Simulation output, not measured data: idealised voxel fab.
process module | voxel spacer lines
cross-section cut | 155 nm wide | cells 5 nm
A cross-section is a grid of square cells, given in bands from the top down. A band is one or more rows of cells.
Each band's line starts with the height of the band's top and of its bottom, in nm. Then come its materials from left to right, each with its width in nm. One material with "throughout" fills the band from edge to edge. "air" is empty space.
Height 0 is the level under which the wafer as received is all one material. The lowest band goes on downwards, as in "0 down".
A width such as "30 to 40" changes by the same amount from each row of cells to the next, from the band's top row to its bottom row.
"no change" after a step means that no cell of the cross-section changed.
closed voids: empty space of 8 cells or more with no open way to the top, each as width x height at its distance from the left edge, in nm
after a step's settings: what the simulator itself notes on the step
overlay nm, on a step with a mask: how far to the right of its planned place the mask lay; to the left if negative
plan
1 op RECEIVE | material Si
2 op CONFORMAL_DEP | material Al2O3 | thk nm 10
3 op DIRECTIONAL_DEP | material W | thk nm 20
4 op DIRECTIONAL_DEP | material aC | thk nm 30
5 op PATTERN | tone cover | mask id MANDREL | material resist | width nm 20 | pitch nm 60 | thk nm 40 | overlay nm 0
6 op DIRECTIONAL_ETCH | etch materials aC | depth nm 30
7 op STRIP | etch materials resist
8 op CONFORMAL_DEP | material SiN | thk nm 10
9 op DIRECTIONAL_ETCH | etch materials SiN | depth nm 10
10 op STRIP | etch materials aC
11 op DIRECTIONAL_ETCH | etch materials W | depth nm 20
12 op STRIP | etch materials SiN
as received, after step 1
  0 down: Si throughout
  closed voids: none
a wafer at the end: this start, this plan, one mistake
  20 to 10: air 25 | W 10 | air 20 | W 10 | air 20 | W 10 | air 20 | W 10 | air 30
  10 to 0: Al2O3 throughout
  0 down: Si throughout
  closed voids: none
what went wrong: step 3 ran as: op DIRECTIONAL_DEP | material W | thk nm 10
